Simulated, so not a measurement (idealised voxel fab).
Process module name: voxel gate over fins
FYI the section here is cut, 190 nm wide, cells are 5 nm squares.
Reading order for cross-sections: top band down to bottom band. Underlying form: a grid of square cells. Band size: one or more rows of cells.
In this notation a band is specified by the heights of its top and bottom, in that order and in nm, after which its materials appear from left to right, each paired with its width in nm. The word "full width" attached to a single material means that material fills the band from edge to edge; the word "blank" stands for empty space.
The level at which height equals 0 is the one under which the wafer, as it arrives, is entirely one material. No lower edge exists for the bottom band, which continues downward and is notated as in "z 0 and below".
It should be noted that a width expressed as "30 to 40" varies in equal increments from row to row of cells within the band, taking the value of the first number at the top row and that of the second number at the bottom row.
Where a step carries "stayed the same", the cross-section came out of it unchanged, cell for cell.
Heads up: "Enclosed internal cavities" only lists the empty pockets with no open path to the top that are 8 cells or more, and it writes them as width x height at distance, distance from the left edge, in nm.
Text after the settings on a step's line: the simulator's own remark on that step.
The line of a step may include "overlay nm". On a step with a mask, this value is how far to the right of its planned place the mask lay. A negative value means the mask lay to the left.

PROCESS STEPS - PLAN
1) op RECEIVE | material Si
2) op CONFORMAL_DEP | material SiN | thk nm 10
3) op PATTERN | tone cover | mask id FINS | material resist | width nm 15 | pitch nm 50 | thk nm 20 | overlay nm 0
4) op DIRECTIONAL_ETCH | etch materials SiN | depth nm 10
5) op DIRECTIONAL_ETCH | etch materials Si | depth nm 30
6) op STRIP | etch materials resist
7) op FILL_DEP | material SiO2 | thk nm 5
8) op CMP | height nm 10
9) op PATTERN | tone open | mask id RAIL | material resist | width nm 15 | thk nm 15 | overlay nm 0
10) op DIRECTIONAL_ETCH | etch materials SiO2 | depth nm 35
11) op STRIP | etch materials resist
12) op CONFORMAL_DEP | material TiN | thk nm 5
13) op FILL_DEP | material Ru | thk nm 5
14) op CMP | height nm 10
15) op SELECTIVE_ETCH | etch materials W Ru TiN | depth nm 25
16) op FILL_DEP | material SiO2 | thk nm 5
17) op CMP | height nm 10
18) op SELECTIVE_ETCH | etch materials SiO2 | depth nm 20
19) op STRIP | etch materials SiN
20) op CONFORMAL_DEP | material HfO2 | thk nm 5
21) op CONFORMAL_DEP | material TiN | thk nm 5
22) op FILL_DEP | material W | thk nm 10
23) op CMP | height nm 15
24) op CONFORMAL_DEP | material SiCN | thk nm 10

INCOMING WAFER, CROSS-SECTIONAL VIEW, POST STEP 1
    z 0 and below  Si full width
    Enclosed internal cavities: none

LOOK AT THE CROSS-SECTION AFTER THE MODULE: THE WAFER STARTED OUT THE WAY SHOWN ABOVE AND THE PLAN WAS THE ONE SHOWN ABOVE, YET ONE MISTAKE WAS MADE ALONG THE WAY
    z 25 to 15  SiCN full width
    z 15 to 10  W full width
    z 10 to 5  W 50, TiN 35, W 15, TiN 35, W 55
    z 5 to 0  W 50, TiN 5, HfO2 25, TiN 5, W 15, TiN 5, HfO2 25, TiN 5, W 55
    z 0 to -5  TiN 55, HfO2 5, Si 15, HfO2 5, TiN 25, HfO2 5, Si 15, HfO2 5, TiN 60
    z -5 to -10  HfO2 60, Si 15, HfO2 35, Si 15, HfO2 65
    z -10 to -15  SiO2 60, Si 15, SiO2 35, Si 15, SiO2 65
    z -15 to -20  SiO2 60, Si 15, SiO2 5, TiN 5, Ru 15, TiN 5, SiO2 5, Si 15, SiO2 65
    z -20 to -25  SiO2 60, Si 15, SiO2 5, TiN 25, SiO2 5, Si 15, SiO2 65
    z -25 to -30  SiO2 60, Si 15, SiO2 35, Si 15, SiO2 65
    z -30 and below  Si full width
    Enclosed internal cavities: none
So what did we get wrong on this run? the process deviated at step 9: the operation and settings actually run there were op PATTERN | tone open | mask id RAIL | material resist | width nm 25 | thk nm 15 | overlay nm 0
